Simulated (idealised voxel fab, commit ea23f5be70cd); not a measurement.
The process module that follows is named voxel transistor to metal.
Cross-section cut: width 300 nm, square cells of 5 nm.
A cross-section is a grid of square cells, given in bands from the top down. A band is one or more rows of cells.
Basically the band line says how high the top is and how high the bottom is, in nm, and then what's in it from left to right, every material with its width in nm. Empty space shows up as "blank", and if a single material carries "throughout" it runs the full band edge to edge.
Counting heights begins at 0, where everything beneath is, in the wafer as received, one material. The lowest band has no bottom; it goes on downwards, as "0 -> down" shows.
Think of "30..40" as a width that walks from the first number to the second as you go down the band, top row to bottom row, taking equal-sized steps from row to row.
Step note "no modification" = no cross-section cell changed.
"Fully enclosed voids" means: voids of 8 cells or more that are shut off from the top with no open way through. Written width x height at distance, distance from the left edge, in nm.
Step line, after settings: the simulator's comment on this step.
overlay nm: mask offset rightward from planned place, masked step; negative means leftward offset.
**Steps planned for the process**
step 1: op RECEIVE | material Si
step 2: op CONFORMAL_DEP | material SiO2 | thk nm 5
step 3: op CONFORMAL_DEP | material SiN | thk nm 15
step 4: op PATTERN | tone cover | mask id ACTIVE | material resist | width nm 100 | pitch nm 125 | thk nm 15 | overlay nm 0
step 5: op DIRECTIONAL_ETCH | etch materials SiN | depth nm 15
step 6: op DIRECTIONAL_ETCH | etch materials SiO2 | depth nm 5
step 7: op DIRECTIONAL_ETCH | etch materials Si | depth nm 20
step 8: op STRIP | etch materials resist
step 9: op FILL_DEP | material SiO2 | thk nm 10
step 10: op CMP | height nm 20
step 11: op SELECTIVE_ETCH | etch materials SiO2 | depth nm 15
step 12: op STRIP | etch materials SiN
step 13: op SELECTIVE_ETCH | etch materials SiO2 | depth nm 5
step 14: op OXIDIZE | depth nm 5
step 15: op DIRECTIONAL_DEP | material polySi | thk nm 30
step 16: op DIRECTIONAL_DEP | material SiCN | thk nm 10
step 17: op PATTERN | tone cover | mask id GATE | material resist | width nm 20 | pitch nm 125 | thk nm 20 | overlay nm 0
step 18: op DIRECTIONAL_ETCH | etch materials SiCN | depth nm 20
step 19: op DIRECTIONAL_ETCH | etch materials polySi | depth nm 40
step 20: op STRIP | etch materials resist
step 21: op CONFORMAL_DEP | material SiO2 | thk nm 5
step 22: op DIRECTIONAL_ETCH | etch materials SiO2 | depth nm 5
step 23: op CONFORMAL_DEP | material SiN | thk nm 5
step 24: op DIRECTIONAL_ETCH | etch materials SiN | depth nm 5
step 25: op DIRECTIONAL_ETCH | etch materials SiO2 | depth nm 5
step 26: op DIRECTIONAL_ETCH | etch materials Si | depth nm 10
step 27: op EPI | material pSi | thk nm 15
step 28: op FILL_DEP | material SiO2 | thk nm 10
step 29: op CMP | height nm 40
step 30: op DIRECTIONAL_DEP | material SiO2 | thk nm 10
step 31: op PATTERN | tone open | mask id CONTACT | material resist | width nm 30 | thk nm 20 | overlay nm 0
step 32: op DIRECTIONAL_ETCH | etch materials SiO2 | depth nm 50
step 33: op STRIP | etch materials resist
step 34: op CONFORMAL_DEP | material TiN | thk nm 5
step 35: op FILL_DEP | material Ru | thk nm 5
step 36: op CMP | height nm 50
step 37: op DIRECTIONAL_DEP | material TiN | thk nm 5
step 38: op DIRECTIONAL_DEP | material W | thk nm 25
step 39: op DIRECTIONAL_DEP | material aC | thk nm 10
step 40: op PATTERN | tone cover | mask id METAL_1 | material resist | width nm 15 | thk nm 30 | overlay nm 0
step 41: op DIRECTIONAL_ETCH | etch materials aC | depth nm 10
step 42: op STRIP | etch materials resist
step 43: op DIRECTIONAL_ETCH | etch materials W | depth nm 25
step 44: op DIRECTIONAL_ETCH | etch materials TiN | depth nm 5
step 45: op STRIP | etch materials aC
step 46: op CONFORMAL_DEP | material SiCN | thk nm 5
step 47: op FILL_DEP | material SiO2 | thk nm 10
step 48: op CMP | height nm 80
step 49: op CONFORMAL_DEP | material SiCN | thk nm 5
**The following pertains to the first of two wafers, which was processed as planned**
**Cross-section of the wafer upon arrival, representing the state reached after step 1**
> 0 -> down: Si throughout
> Fully enclosed voids: none
**Cross-sectional representation of the wafer at the conclusion of step 2**
> 5 -> 0: SiO2 throughout
> Note: structure below 0 unchanged.
**Cross-sectional representation of the wafer at the conclusion of step 3**
> 20 -> 5: SiN throughout
> Note: structure below 5 unchanged.
**Cross-sectional representation of the wafer at the conclusion of step 4**
> 35 -> 20: 35 blank, then 100 resist, then 25 blank, then 100 resist, then 40 blank
> Note: structure below 20 unchanged.
**Cross-sectional representation of the wafer at the conclusion of step 5**
> 35 -> 20: 35 blank, then 100 resist, then 25 blank, then 100 resist, then 40 blank
> 20 -> 5: 35 blank, then 100 SiN, then 25 blank, then 100 SiN, then 40 blank
> Note: structure below 5 unchanged.
**Cross-sectional representation of the wafer at the conclusion of step 6**
> 35 -> 20: 35 blank, then 100 resist, then 25 blank, then 100 resist, then 40 blank
> 20 -> 5: 35 blank, then 100 SiN, then 25 blank, then 100 SiN, then 40 blank
> 5 -> 0: 35 blank, then 100 SiO2, then 25 blank, then 100 SiO2, then 40 blank
> Note: structure below 0 unchanged.
**Cross-sectional representation of the wafer at the conclusion of step 7**
> 35 -> 20: 35 blank, then 100 resist, then 25 blank, then 100 resist, then 40 blank
> 20 -> 5: 35 blank, then 100 SiN, then 25 blank, then 100 SiN, then 40 blank
> 5 -> 0: 35 blank, then 100 SiO2, then 25 blank, then 100 SiO2, then 40 blank
> 0 -> -20: 35 blank, then 100 Si, then 25 blank, then 100 Si, then 40 blank
> Note: structure below -20 unchanged.
**Cross-sectional representation of the wafer at the conclusion of step 8**
> 20 -> 5: 35 blank, then 100 SiN, then 25 blank, then 100 SiN, then 40 blank
> Note: structure below 5 unchanged.
**Cross-sectional representation of the wafer at the conclusion of step 9**
> 30 -> 20: SiO2 throughout
> 20 -> 5: 35 SiO2, then 100 SiN, then 25 SiO2, then 100 SiN, then 40 SiO2
> 5 -> 0: SiO2 throughout
> 0 -> -20: 35 SiO2, then 100 Si, then 25 SiO2, then 100 Si, then 40 SiO2
> Note: structure below -20 unchanged.
**Cross-sectional representation of the wafer at the conclusion of step 10**
> 20 -> 5: 35 SiO2, then 100 SiN, then 25 SiO2, then 100 SiN, then 40 SiO2
> Note: structure below 5 unchanged.
**Cross-sectional representation of the wafer at the conclusion of step 11**
> 20 -> 5: 35 blank, then 100 SiN, then 25 blank, then 100 SiN, then 40 blank
> Note: structure below 5 unchanged.
**Cross-sectional representation of the wafer at the conclusion of step 12**
> 5 -> 0: SiO2 throughout
> Note: structure below 0 unchanged.
**Cross-sectional representation of the wafer at the conclusion of step 13**
> 0 -> -20: 35 SiO2, then 100 Si, then 25 SiO2, then 100 Si, then 40 SiO2
> Note: structure below -20 unchanged.
**Cross-sectional representation of the wafer at the conclusion of step 14**
> 0 -> -5: SiO2 throughout
> Note: structure below -5 unchanged.
**Cross-sectional representation of the wafer at the conclusion of step 15**
> 30 -> 0: polySi throughout
> Note: structure below 0 unchanged.
**Cross-sectional representation of the wafer at the conclusion of step 16**
> 40 -> 30: SiCN throughout
> Note: structure below 30 unchanged.
**Cross-sectional representation of the wafer at the conclusion of step 17**
> 60 -> 40: 75 blank, then 20 resist, then 105 blank, then 20 resist, then 80 blank
> Note: structure below 40 unchanged.
**Cross-sectional representation of the wafer at the conclusion of step 18**
> 60 -> 40: 75 blank, then 20 resist, then 105 blank, then 20 resist, then 80 blank
> 40 -> 30: 75 blank, then 20 SiCN, then 105 blank, then 20 SiCN, then 80 blank
> Note: structure below 30 unchanged.
**Cross-sectional representation of the wafer at the conclusion of step 19**
> 60 -> 40: 75 blank, then 20 resist, then 105 blank, then 20 resist, then 80 blank
> 40 -> 30: 75 blank, then 20 SiCN, then 105 blank, then 20 SiCN, then 80 blank
> 30 -> 0: 75 blank, then 20 polySi, then 105 blank, then 20 polySi, then 80 blank
> Note: structure below 0 unchanged.
**Cross-sectional representation of the wafer at the conclusion of step 20**
> 40 -> 30: 75 blank, then 20 SiCN, then 105 blank, then 20 SiCN, then 80 blank
> Note: structure below 30 unchanged.
**Cross-sectional representation of the wafer at the conclusion of step 21**
> 45 -> 40: 70 blank, then 30 SiO2, then 95 blank, then 30 SiO2, then 75 blank
> 40 -> 30: 70 blank, then 5 SiO2, then 20 SiCN, then 5 SiO2, then 95 blank, then 5 SiO2, then 20 SiCN, then 5 SiO2, then 75 blank
> 30 -> 5: 70 blank, then 5 SiO2, then 20 polySi, then 5 SiO2, then 95 blank, then 5 SiO2, then 20 polySi, then 5 SiO2, then 75 blank
> 5 -> 0: 75 SiO2, then 20 polySi, then 105 SiO2, then 20 polySi, then 80 SiO2
> Note: structure below 0 unchanged.
**Cross-sectional representation of the wafer at the conclusion of step 22**
> 40 -> 30: 70 blank, then 5 SiO2, then 20 SiCN, then 5 SiO2, then 95 blank, then 5 SiO2, then 20 SiCN, then 5 SiO2, then 75 blank
> 30 -> 0: 70 blank, then 5 SiO2, then 20 polySi, then 5 SiO2, then 95 blank, then 5 SiO2, then 20 polySi, then 5 SiO2, then 75 blank
> Note: structure below 0 unchanged.
**Cross-sectional representation of the wafer at the conclusion of step 23**
> 45 -> 40: 65 blank, then 40 SiN, then 85 blank, then 40 SiN, then 70 blank
> 40 -> 30: 65 blank, then 5 SiN, then 5 SiO2, then 20 SiCN, then 5 SiO2, then 5 SiN, then 85 blank, then 5 SiN, then 5 SiO2, then 20 SiCN, then 5 SiO2, then 5 SiN, then 70 blank
> 30 -> 5: 65 blank, then 5 SiN, then 5 SiO2, then 20 polySi, then 5 SiO2, then 5 SiN, then 85 blank, then 5 SiN, then 5 SiO2, then 20 polySi, then 5 SiO2, then 5 SiN, then 70 blank
> 5 -> 0: 70 SiN, then 5 SiO2, then 20 polySi, then 5 SiO2, then 95 SiN, then 5 SiO2, then 20 polySi, then 5 SiO2, then 75 SiN
> Note: structure below 0 unchanged.
**Cross-sectional representation of the wafer at the conclusion of step 24**
> 40 -> 30: 65 blank, then 5 SiN, then 5 SiO2, then 20 SiCN, then 5 SiO2, then 5 SiN, then 85 blank, then 5 SiN, then 5 SiO2, then 20 SiCN, then 5 SiO2, then 5 SiN, then 70 blank
> 30 -> 0: 65 blank, then 5 SiN, then 5 SiO2, then 20 polySi, then 5 SiO2, then 5 SiN, then 85 blank, then 5 SiN, then 5 SiO2, then 20 polySi, then 5 SiO2, then 5 SiN, then 70 blank
> Note: structure below 0 unchanged.
**Cross-sectional representation of the wafer at the conclusion of step 25**
> 40 -> 35: 65 blank, then 5 SiN, then 5 blank, then 20 SiCN, then 5 blank, then 5 SiN, then 85 blank, then 5 SiN, then 5 blank, then 20 SiCN, then 5 blank, then 5 SiN, then 70 blank
> 35 -> 30: 65 blank, then 5 SiN, then 5 SiO2, then 20 SiCN, then 5 SiO2, then 5 SiN, then 85 blank, then 5 SiN, then 5 SiO2, then 20 SiCN, then 5 SiO2, then 5 SiN, then 70 blank
> 30 -> 0: 65 blank, then 5 SiN, then 5 SiO2, then 20 polySi, then 5 SiO2, then 5 SiN, then 85 blank, then 5 SiN, then 5 SiO2, then 20 polySi, then 5 SiO2, then 5 SiN, then 70 blank
> 0 -> -5: 65 blank, then 40 SiO2, then 85 blank, then 40 SiO2, then 70 blank
> Note: structure below -5 unchanged.
**Cross-sectional representation of the wafer at the conclusion of step 26**
> 40 -> 35: 65 blank, then 5 SiN, then 5 blank, then 20 SiCN, then 5 blank, then 5 SiN, then 85 blank, then 5 SiN, then 5 blank, then 20 SiCN, then 5 blank, then 5 SiN, then 70 blank
> 35 -> 30: 65 blank, then 5 SiN, then 5 SiO2, then 20 SiCN, then 5 SiO2, then 5 SiN, then 85 blank, then 5 SiN, then 5 SiO2, then 20 SiCN, then 5 SiO2, then 5 SiN, then 70 blank
> 30 -> 0: 65 blank, then 5 SiN, then 5 SiO2, then 20 polySi, then 5 SiO2, then 5 SiN, then 85 blank, then 5 SiN, then 5 SiO2, then 20 polySi, then 5 SiO2, then 5 SiN, then 70 blank
> 0 -> -5: 65 blank, then 40 SiO2, then 85 blank, then 40 SiO2, then 70 blank
> -5 -> -15: 35 SiO2, then 30 blank, then 40 Si, then 30 blank, then 25 SiO2, then 30 blank, then 40 Si, then 30 blank, then 40 SiO2
> Note: structure below -15 unchanged.
**Cross-sectional representation of the wafer at the conclusion of step 27**
> 40 -> 35: 65 blank, then 5 SiN, then 5 blank, then 20 SiCN, then 5 blank, then 5 SiN, then 85 blank, then 5 SiN, then 5 blank, then 20 SiCN, then 5 blank, then 5 SiN, then 70 blank
> 35 -> 30: 65 blank, then 5 SiN, then 5 SiO2, then 20 SiCN, then 5 SiO2, then 5 SiN, then 85 blank, then 5 SiN, then 5 SiO2, then 20 SiCN, then 5 SiO2, then 5 SiN, then 70 blank
> 30 -> 10: 65 blank, then 5 SiN, then 5 SiO2, then 20 polySi, then 5 SiO2, then 5 SiN, then 85 blank, then 5 SiN, then 5 SiO2, then 20 polySi, then 5 SiO2, then 5 SiN, then 70 blank
> 10 -> 0: 50 blank, then 15 pSi, then 5 SiN, then 5 SiO2, then 20 polySi, then 5 SiO2, then 5 SiN, then 15 pSi, then 55 blank, then 15 pSi, then 5 SiN, then 5 SiO2, then 20 polySi, then 5 SiO2, then 5 SiN, then 15 pSi, then 55 blank
> 0 -> -5: 30 blank, then 35 pSi, then 40 SiO2, then 35 pSi, then 15 blank, then 35 pSi, then 40 SiO2, then 35 pSi, then 35 blank
> -5 -> -15: 35 SiO2, then 30 pSi, then 40 Si, then 30 pSi, then 25 SiO2, then 30 pSi, then 40 Si, then 30 pSi, then 40 SiO2
> Note: structure below -15 unchanged.
**Cross-sectional representation of the wafer at the conclusion of step 28**
> 50 -> 40: SiO2 throughout
> 40 -> 30: 65 SiO2, then 5 SiN, then 5 SiO2, then 20 SiCN, then 5 SiO2, then 5 SiN, then 85 SiO2, then 5 SiN, then 5 SiO2, then 20 SiCN, then 5 SiO2, then 5 SiN, then 70 SiO2
> 30 -> 10: 65 SiO2, then 5 SiN, then 5 SiO2, then 20 polySi, then 5 SiO2, then 5 SiN, then 85 SiO2, then 5 SiN, then 5 SiO2, then 20 polySi, then 5 SiO2, then 5 SiN, then 70 SiO2
> 10 -> 0: 50 SiO2, then 15 pSi, then 5 SiN, then 5 SiO2, then 20 polySi, then 5 SiO2, then 5 SiN, then 15 pSi, then 55 SiO2, then 15 pSi, then 5 SiN, then 5 SiO2, then 20 polySi, then 5 SiO2, then 5 SiN, then 15 pSi, then 55 SiO2
> 0 -> -5: 30 SiO2, then 35 pSi, then 40 SiO2, then 35 pSi, then 15 SiO2, then 35 pSi, then 40 SiO2, then 35 pSi, then 35 SiO2
> Note: structure below -5 unchanged.
**Cross-sectional representation of the wafer at the conclusion of step 29**
> 40 -> 30: 65 SiO2, then 5 SiN, then 5 SiO2, then 20 SiCN, then 5 SiO2, then 5 SiN, then 85 SiO2, then 5 SiN, then 5 SiO2, then 20 SiCN, then 5 SiO2, then 5 SiN, then 70 SiO2
> Note: structure below 30 unchanged.
**Cross-sectional representation of the wafer at the conclusion of step 30**
> 50 -> 40: SiO2 throughout
> Note: structure below 40 unchanged.
**Cross-sectional representation of the wafer at the conclusion of step 31**
> 70 -> 50: 40 resist, then 30 blank, then 30 resist, then 30 blank, then 35 resist, then 30 blank, then 30 resist, then 30 blank, then 45 resist
> Note: structure below 50 unchanged.
**Cross-sectional representation of the wafer at the conclusion of step 32**
> 70 -> 50: 40 resist, then 30 blank, then 30 resist, then 30 blank, then 35 resist, then 30 blank, then 30 resist, then 30 blank, then 45 resist
> 50 -> 40: 40 SiO2, then 30 blank, then 30 SiO2, then 30 blank, then 35 SiO2, then 30 blank, then 30 SiO2, then 30 blank, then 45 SiO2
> 40 -> 30: 40 SiO2, then 25 blank, then 5 SiN, then 5 SiO2, then 20 SiCN, then 5 SiO2, then 5 SiN, then 25 blank, then 35 SiO2, then 25 blank, then 5 SiN, then 5 SiO2, then 20 SiCN, then 5 SiO2, then 5 SiN, then 25 blank, then 45 SiO2
> 30 -> 10: 40 SiO2, then 25 blank, then 5 SiN, then 5 SiO2, then 20 polySi, then 5 SiO2, then 5 SiN, then 25 blank, then 35 SiO2, then 25 blank, then 5 SiN, then 5 SiO2, then 20 polySi, then 5 SiO2, then 5 SiN, then 25 blank, then 45 SiO2
> 10 -> 0: 40 SiO2, then 10 blank, then 15 pSi, then 5 SiN, then 5 SiO2, then 20 polySi, then 5 SiO2, then 5 SiN, then 15 pSi, then 10 blank, then 35 SiO2, then 10 blank, then 15 pSi, then 5 SiN, then 5 SiO2, then 20 polySi, then 5 SiO2, then 5 SiN, then 15 pSi, then 10 blank, then 45 SiO2
> Note: structure below 0 unchanged.
**Cross-sectional representation of the wafer at the conclusion of step 33**
> 50 -> 40: 40 SiO2, then 30 blank, then 30 SiO2, then 30 blank, then 35 SiO2, then 30 blank, then 30 SiO2, then 30 blank, then 45 SiO2
> Note: structure below 40 unchanged.
**Cross-sectional representation of the wafer at the conclusion of step 34**
> 55 -> 50: 45 TiN, then 20 blank, then 40 TiN, then 20 blank, then 45 TiN, then 20 blank, then 40 TiN, then 20 blank, then 50 TiN
> 50 -> 40: 40 SiO2, then 5 TiN, then 20..15 blank, then 5..10 TiN, then 30 SiO2, then 5..10 TiN, then 20..15 blank, then 5 TiN, then 35 SiO2, then 5 TiN, then 20..15 blank, then 5..10 TiN, then 30 SiO2, then 5..10 TiN, then 20..15 blank, then 5 TiN, then 45 SiO2
> 40 -> 30: 40 SiO2, then 5 TiN, then 15 blank, then 5 TiN, then 5 SiN, then 5 SiO2, then 20 SiCN, then 5 SiO2, then 5 SiN, then 5 TiN, then 15 blank, then 5 TiN, then 35 SiO2, then 5 TiN, then 15 blank, then 5 TiN, then 5 SiN, then 5 SiO2, then 20 SiCN, then 5 SiO2, then 5 SiN, then 5 TiN, then 15 blank, then 5 TiN, then 45 SiO2
> 30 -> 15: 40 SiO2, then 5 TiN, then 15 blank, then 5 TiN, then 5 SiN, then 5 SiO2, then 20 polySi, then 5 SiO2, then 5 SiN, then 5 TiN, then 15 blank, then 5 TiN, then 35 SiO2, then 5 TiN, then 15 blank, then 5 TiN, then 5 SiN, then 5 SiO2, then 20 polySi, then 5 SiO2, then 5 SiN, then 5 TiN, then 15 blank, then 5 TiN, then 45 SiO2
> 15 -> 10: 40 SiO2, then 25 TiN, then 5 SiN, then 5 SiO2, then 20 polySi, then 5 SiO2, then 5 SiN, then 25 TiN, then 35 SiO2, then 25 TiN, then 5 SiN, then 5 SiO2, then 20 polySi, then 5 SiO2, then 5 SiN, then 25 TiN, then 45 SiO2
> 10 -> 0: 40 SiO2, then 10 TiN, then 15 pSi, then 5 SiN, then 5 SiO2, then 20 polySi, then 5 SiO2, then 5 SiN, then 15 pSi, then 10 TiN, then 35 SiO2, then 10 TiN, then 15 pSi, then 5 SiN, then 5 SiO2, then 20 polySi, then 5 SiO2, then 5 SiN, then 15 pSi, then 10 TiN, then 45 SiO2
> Note: structure below 0 unchanged.
**Cross-sectional representation of the wafer at the conclusion of step 35**
> 60 -> 55: Ru throughout
> 55 -> 50: 45 TiN, then 20 Ru, then 40 TiN, then 20 Ru, then 45 TiN, then 20 Ru, then 40 TiN, then 20 Ru, then 50 TiN
> 50 -> 40: 40 SiO2, then 5 TiN, then 20..15 Ru, then 5..10 TiN, then 30 SiO2, then 5..10 TiN, then 20..15 Ru, then 5 TiN, then 35 SiO2, then 5 TiN, then 20..15 Ru, then 5..10 TiN, then 30 SiO2, then 5..10 TiN, then 20..15 Ru, then 5 TiN, then 45 SiO2
> 40 -> 30: 40 SiO2, then 5 TiN, then 15 Ru, then 5 TiN, then 5 SiN, then 5 SiO2, then 20 SiCN, then 5 SiO2, then 5 SiN, then 5 TiN, then 15 Ru, then 5 TiN, then 35 SiO2, then 5 TiN, then 15 Ru, then 5 TiN, then 5 SiN, then 5 SiO2, then 20 SiCN, then 5 SiO2, then 5 SiN, then 5 TiN, then 15 Ru, then 5 TiN, then 45 SiO2
> 30 -> 15: 40 SiO2, then 5 TiN, then 15 Ru, then 5 TiN, then 5 SiN, then 5 SiO2, then 20 polySi, then 5 SiO2, then 5 SiN, then 5 TiN, then 15 Ru, then 5 TiN, then 35 SiO2, then 5 TiN, then 15 Ru, then 5 TiN, then 5 SiN, then 5 SiO2, then 20 polySi, then 5 SiO2, then 5 SiN, then 5 TiN, then 15 Ru, then 5 TiN, then 45 SiO2
> Note: structure below 15 unchanged.
**Cross-sectional representation of the wafer at the conclusion of step 36**
> 50 -> 40: 40 SiO2, then 5 TiN, then 20..15 Ru, then 5..10 TiN, then 30 SiO2, then 5..10 TiN, then 20..15 Ru, then 5 TiN, then 35 SiO2, then 5 TiN, then 20..15 Ru, then 5..10 TiN, then 30 SiO2, then 5..10 TiN, then 20..15 Ru, then 5 TiN, then 45 SiO2
> Note: structure below 40 unchanged.
**Cross-sectional representation of the wafer at the conclusion of step 37**
> 55 -> 50: TiN throughout
> Note: structure below 50 unchanged.
**Cross-sectional representation of the wafer at the conclusion of step 38**
> 80 -> 55: W throughout
> Note: structure below 55 unchanged.
**Cross-sectional representation of the wafer at the conclusion of step 39**
> 90 -> 80: aC throughout
> Note: structure below 80 unchanged.
**Cross-sectional representation of the wafer at the conclusion of step 40**
> 120 -> 90: 40 blank, then 15 resist, then 60 blank, then 15 resist, then 35 blank, then 15 resist, then 60 blank, then 15 resist, then 45 blank
> Note: structure below 90 unchanged.
**Cross-sectional representation of the wafer at the conclusion of step 41**
> 110 -> 90: 40 blank, then 15 resist, then 60 blank, then 15 resist, then 35 blank, then 15 resist, then 60 blank, then 15 resist, then 45 blank
> 90 -> 80: 40 blank, then 15 aC, then 60 blank, then 15 aC, then 35 blank, then 15 aC, then 60 blank, then 15 aC, then 45 blank
> Note: structure below 80 unchanged.
**Cross-sectional representation of the wafer at the conclusion of step 42**
> 90 -> 80: 40 blank, then 15 aC, then 60 blank, then 15 aC, then 35 blank, then 15 aC, then 60 blank, then 15 aC, then 45 blank
> Note: structure below 80 unchanged.
**Cross-sectional representation of the wafer at the conclusion of step 43**
> 90 -> 80: 40 blank, then 15 aC, then 60 blank, then 15 aC, then 35 blank, then 15 aC, then 60 blank, then 15 aC, then 45 blank
> 80 -> 55: 40 blank, then 15 W, then 60 blank, then 15 W, then 35 blank, then 15 W, then 60 blank, then 15 W, then 45 blank
> Note: structure below 55 unchanged.
**Cross-sectional representation of the wafer at the conclusion of step 44**
> 90 -> 80: 40 blank, then 15 aC, then 60 blank, then 15 aC, then 35 blank, then 15 aC, then 60 blank, then 15 aC, then 45 blank
> 80 -> 55: 40 blank, then 15 W, then 60 blank, then 15 W, then 35 blank, then 15 W, then 60 blank, then 15 W, then 45 blank
> 55 -> 50: 40 blank, then 15 TiN, then 60 blank, then 15 TiN, then 35 blank, then 15 TiN, then 60 blank, then 15 TiN, then 45 blank
> Note: structure below 50 unchanged.
**Cross-sectional representation of the wafer at the conclusion of step 45**
> 80 -> 55: 40 blank, then 15 W, then 60 blank, then 15 W, then 35 blank, then 15 W, then 60 blank, then 15 W, then 45 blank
> Note: structure below 55 unchanged.
**Cross-sectional representation of the wafer at the conclusion of step 46**
> 85 -> 80: 35 blank, then 25 SiCN, then 50 blank, then 25 SiCN, then 25 blank, then 25 SiCN, then 50 blank, then 25 SiCN, then 40 blank
> 80 -> 55: 35 blank, then 5 SiCN, then 15 W, then 5 SiCN, then 50 blank, then 5 SiCN, then 15 W, then 5 SiCN, then 25 blank, then 5 SiCN, then 15 W, then 5 SiCN, then 50 blank, then 5 SiCN, then 15 W, then 5 SiCN, then 40 blank
> 55 -> 50: 40 SiCN, then 15 TiN, then 60 SiCN, then 15 TiN, then 35 SiCN, then 15 TiN, then 60 SiCN, then 15 TiN, then 45 SiCN
> Note: structure below 50 unchanged.
**Cross-sectional representation of the wafer at the conclusion of step 47**
> 95 -> 85: SiO2 throughout
> 85 -> 80: 35 SiO2, then 25 SiCN, then 50 SiO2, then 25 SiCN, then 25 SiO2, then 25 SiCN, then 50 SiO2, then 25 SiCN, then 40 SiO2
> 80 -> 55: 35 SiO2, then 5 SiCN, then 15 W, then 5 SiCN, then 50 SiO2, then 5 SiCN, then 15 W, then 5 SiCN, then 25 SiO2, then 5 SiCN, then 15 W, then 5 SiCN, then 50 SiO2, then 5 SiCN, then 15 W, then 5 SiCN, then 40 SiO2
> Note: structure below 55 unchanged.
**Cross-sectional representation of the wafer at the conclusion of step 48**
> 80 -> 55: 35 SiO2, then 5 SiCN, then 15 W, then 5 SiCN, then 50 SiO2, then 5 SiCN, then 15 W, then 5 SiCN, then 25 SiO2, then 5 SiCN, then 15 W, then 5 SiCN, then 50 SiO2, then 5 SiCN, then 15 W, then 5 SiCN, then 40 SiO2
> Note: structure below 55 unchanged.
**Cross-sectional representation of the wafer at the conclusion of step 49**
> 85 -> 80: SiCN throughout
> Note: structure below 80 unchanged.
**What follows concerns the second wafer, which started out like the first and was meant to follow the very same plan; one mistake crept in when it was run, but everything up to and including step 36 is the same as for the first wafer**
**X-section, second wafer, when step 37 was due to finish**
> 75 -> 50: W throughout
> Note: structure below 50 unchanged.
**X-section, second wafer, when step 38 was due to finish**
> 80 -> 75: TiN throughout
> Note: structure below 75 unchanged.
**X-section, second wafer, when step 39 was due to finish**
> 90 -> 80: aC throughout
> Note: structure below 80 unchanged.
**X-section, second wafer, when step 40 was due to finish**
> 120 -> 90: 40 blank, then 15 resist, then 60 blank, then 15 resist, then 35 blank, then 15 resist, then 60 blank, then 15 resist, then 45 blank
> Note: structure below 90 unchanged.
**X-section, second wafer, when step 41 was due to finish**
> 110 -> 90: 40 blank, then 15 resist, then 60 blank, then 15 resist, then 35 blank, then 15 resist, then 60 blank, then 15 resist, then 45 blank
> 90 -> 80: 40 blank, then 15 aC, then 60 blank, then 15 aC, then 35 blank, then 15 aC, then 60 blank, then 15 aC, then 45 blank
> Note: structure below 80 unchanged.
**X-section, second wafer, when step 42 was due to finish**
> 90 -> 80: 40 blank, then 15 aC, then 60 blank, then 15 aC, then 35 blank, then 15 aC, then 60 blank, then 15 aC, then 45 blank
> Note: structure below 80 unchanged.
X-section, second wafer, when step 43 was due to finish: no modification
**X-section, second wafer, when step 44 was due to finish**
> 90 -> 80: 40 blank, then 15 aC, then 60 blank, then 15 aC, then 35 blank, then 15 aC, then 60 blank, then 15 aC, then 45 blank
> 80 -> 75: 40 blank, then 15 TiN, then 60 blank, then 15 TiN, then 35 blank, then 15 TiN, then 60 blank, then 15 TiN, then 45 blank
> Note: structure below 75 unchanged.
**X-section, second wafer, when step 45 was due to finish**
> 80 -> 75: 40 blank, then 15 TiN, then 60 blank, then 15 TiN, then 35 blank, then 15 TiN, then 60 blank, then 15 TiN, then 45 blank
> Note: structure below 75 unchanged.
**X-section, second wafer, when step 46 was due to finish**
> 85 -> 80: 35 blank, then 25 SiCN, then 50 blank, then 25 SiCN, then 25 blank, then 25 SiCN, then 50 blank, then 25 SiCN, then 40 blank
> 80 -> 75: 40 SiCN, then 15 TiN, then 60 SiCN, then 15 TiN, then 35 SiCN, then 15 TiN, then 60 SiCN, then 15 TiN, then 45 SiCN
> Note: structure below 75 unchanged.
**X-section, second wafer, when step 47 was due to finish**
> 95 -> 85: SiO2 throughout
> 85 -> 80: 35 SiO2, then 25 SiCN, then 50 SiO2, then 25 SiCN, then 25 SiO2, then 25 SiCN, then 50 SiO2, then 25 SiCN, then 40 SiO2
> Note: structure below 80 unchanged.
**X-section, second wafer, when step 48 was due to finish**
> 80 -> 75: 40 SiCN, then 15 TiN, then 60 SiCN, then 15 TiN, then 35 SiCN, then 15 TiN, then 60 SiCN, then 15 TiN, then 45 SiCN
> Note: structure below 75 unchanged.
**X-section, second wafer, when step 49 was due to finish**
> 85 -> 80: SiCN throughout
> Note: structure below 80 unchanged.
What broke from the plan during processing? steps 37 and 38 of the plan were each performed in the slot designated for the other
The second wafer ends with more or fewer cells of some materials than the first, per final count: SiCN: 40 fewer; SiO2: 200 fewer; W: 240 more
